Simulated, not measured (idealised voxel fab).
Documented hereafter: the process module known as voxel plated lines.
180 nm wide, 5 nm square cells: that's cross-section cut.
Reading order for cross-sections: top band down to bottom band. Underlying form: a grid of square cells. Band size: one or more rows of cells. Band entry format. Leading values: height of top, height of bottom, nm. Remainder: materials in left-to-right order, each with its width in nm. Special words: "edge to edge" on a single material, which then fills the band edge to edge; "air", empty space. Where do heights start? At 0: under that level the wafer as delivered is made of one material only. And the lowest band has no floor; it just carries on downward, as in "from 0 down". Quick explanation for "30 to 40": the width changes in equal steps down the rows of cells, from the first number in the band's top row to the second number in its bottom row. What does "changes: none" mean for a step? It means no cell of the cross-section changed in that step. You'll see "Closed void roster" listing empty spaces that have no way open to the top, as long as they're 8 cells or more; the notation is width x height at distance, where the distance is from the left edge, and all of it is in nm. Whatever follows a step's settings on its line is a remark the simulator itself makes about that step. "overlay nm" denotes, for a step that has a mask, the displacement of the mask to the right of its planned place, with negative values corresponding to the left.

Process steps (planned)
- 1: RECEIVE [material Si]
- 2: CONFORMAL_DEP [material SiN] [thk nm 10]
- 3: DIRECTIONAL_DEP [material TiN] [thk nm 5]
- 4: PATTERN [tone open] [mask id LINES] [material resist] [width nm 25] [pitch nm 40] [thk nm 40] [overlay nm 0]
- 5: EPI [material Ru] [thk nm 10]
- 6: EPI [material Ru] [thk nm 10]
- 7: EPI [material Ru] [thk nm 5]
- 8: STRIP [etch materials resist]
- 9: DIRECTIONAL_ETCH [etch materials TiN] [depth nm 5]
- 10: CONFORMAL_DEP [material SiN] [thk nm 10]

Delivered wafer in cross-section: state after step 1
> from 0 down: Si edge to edge
> Closed void roster: none

Cross-section taken at module completion on the first of two wafers; processed per the plan
> from 50 to 40: air (45), then SiN (85), then air (50)
> from 40 to 20: air (45), then SiN (10), then Ru (25), then SiN (15), then Ru (25), then SiN (10), then air (50)
> from 20 to 15: SiN (55), then Ru (25), then SiN (15), then Ru (25), then SiN (60)
> from 15 to 10: SiN (55), then TiN (25), then SiN (15), then TiN (25), then SiN (60)
> from 10 to 0: SiN edge to edge
> from 0 down: Si edge to edge
> Closed void roster: none

Cross-section of the latter of the two wafers at module completion. It had an identical start and an identical plan to the former; in running it, one mistake was made
> from 60 to 50: air (45), then SiN (85), then air (50)
> from 50 to 20: air (45), then SiN (10), then Ru (25), then SiN (15), then Ru (25), then SiN (10), then air (50)
> from 20 to 15: SiN (55), then Ru (25), then SiN (15), then Ru (25), then SiN (60)
> from 15 to 10: SiN (55), then TiN (25), then SiN (15), then TiN (25), then SiN (60)
> from 10 to 0: SiN edge to edge
> from 0 down: Si edge to edge
> Closed void roster: none
What broke from the plan during processing? among the identical steps 5 and 6, one was performed twice; which one remains unidentifiable
Bottom line after processing is that, in cells, the second wafer is up or down on some materials versus the first: Ru +20; SiN +14
